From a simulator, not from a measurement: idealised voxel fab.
voxel self aligned contacts: a process module
Cross-section cut spans 300 nm and uses square cells 5 nm in size.
Cross-section format: a grid of square cells, given as bands from top to bottom; each band is one or more rows of cells. This entry defines a band. It first specifies the height of the band's top and the height of its bottom in nm, and then specifies the band's materials from left to right, stating each material with its width in nm. The word "throughout" identifies a single material that fills the band from edge to edge, while the word "blank" identifies empty space. For the purposes of this specification, 0 denotes the height below which the wafer in its as-received condition is composed wholly of one material, and the lowermost band, lacking a lower limit, extends downward without end, as expressed in "from 0 down". Graded width ("30..40"): value in top row of band = first number; value in bottom row = second number; row-to-row change constant. No cell of the cross-section changed in a step that is given as "remains unaltered". Closed-off voids of 8+ cells (no open route to the top) go in "Tabulated closed voids", written width x height at distance from the left edge, in nm. It should be noted that, on the line of a given step, the content following the step's settings is a remark produced by the simulator itself with respect to that step. "overlay nm" on a masked step: distance the mask lay right of its planned place, negative for left.

The process steps that were planned are listed below
1,RECEIVE (material Si)
2,CONFORMAL_DEP (material SiO2; thk nm 5)
3,DIRECTIONAL_DEP (material polySi; thk nm 20)
4,DIRECTIONAL_DEP (material SiN; thk nm 25)
5,MASKED_ETCH (tone cover; mask id GATE; width nm 30; pitch nm 75; etch materials SiN; depth nm 25; overlay nm 0)
6,MASKED_ETCH (tone cover; mask id GATE; width nm 30; pitch nm 75; etch materials polySi; depth nm 20; overlay nm 0)
7,CONFORMAL_DEP (material SiN; thk nm 10)
8,DIRECTIONAL_ETCH (etch materials SiN; depth nm 10)
9,FILL_DEP (material SiO2; thk nm 15)
10,CMP (height nm 60)
11,DIRECTIONAL_DEP (material aC; thk nm 15)
12,PATTERN (tone open; mask id CONTACT; material resist; width nm 55; thk nm 30; overlay nm 0)
13,DIRECTIONAL_ETCH (etch materials aC; depth nm 15)
14,STRIP (etch materials resist)
15,DIRECTIONAL_ETCH (etch materials SiO2; depth nm 60)
16,STRIP (etch materials aC)
17,CONFORMAL_DEP (material TiN; thk nm 5)
18,FILL_DEP (material W; thk nm 10)
19,CMP (height nm 60)
20,CONFORMAL_DEP (material SiN; thk nm 5)

Cross-section of the wafer as it came to us, i.e., already through step 1
    from 0 down | Si throughout
    Tabulated closed voids: none

Cross-section, first of two wafers, end of module, run as planned
    from 65 to 60 | SiN throughout
    from 60 to 50 | SiO2 120  TiN 5..20  W 45..15  TiN 5..20  SiO2 125
    from 50 to 25 | SiO2 85  SiN 50  TiN 5  W 15  TiN 5  SiN 50  SiO2 90
    from 25 to 5 | SiO2 85  SiN 10  polySi 30  SiN 10  TiN 5  W 15  TiN 5  SiN 10  polySi 30  SiN 10  SiO2 90
    from 5 to 0 | SiO2 135  TiN 25  SiO2 140
    from 0 down | Si throughout
    Tabulated closed voids: none

What the second wafer looks like in cross-section once the module is done. Its start and its plan matched the first wafer's exactly; what differed was one mistake in how it was run
    from 80 to 75 | SiN throughout
    from 75 to 65 | W throughout
    from 65 to 60 | TiN 125  W 45  TiN 130
    from 60 to 50 | SiO2 120  TiN 5..20  W 45..15  TiN 5..20  SiO2 125
    from 50 to 25 | SiO2 85  SiN 50  TiN 5  W 15  TiN 5  SiN 50  SiO2 90
    from 25 to 5 | SiO2 85  SiN 10  polySi 30  SiN 10  TiN 5  W 15  TiN 5  SiN 10  polySi 30  SiN 10  SiO2 90
    from 5 to 0 | SiO2 135  TiN 25  SiO2 140
    from 0 down | Si throughout
    Tabulated closed voids: none
Diagnosis: plan step 19 never ran because it was skipped
Wrapping up, a cell-based count of both wafers puts the second over or under the first for these materials: TiN: 51 more | W: 129 more
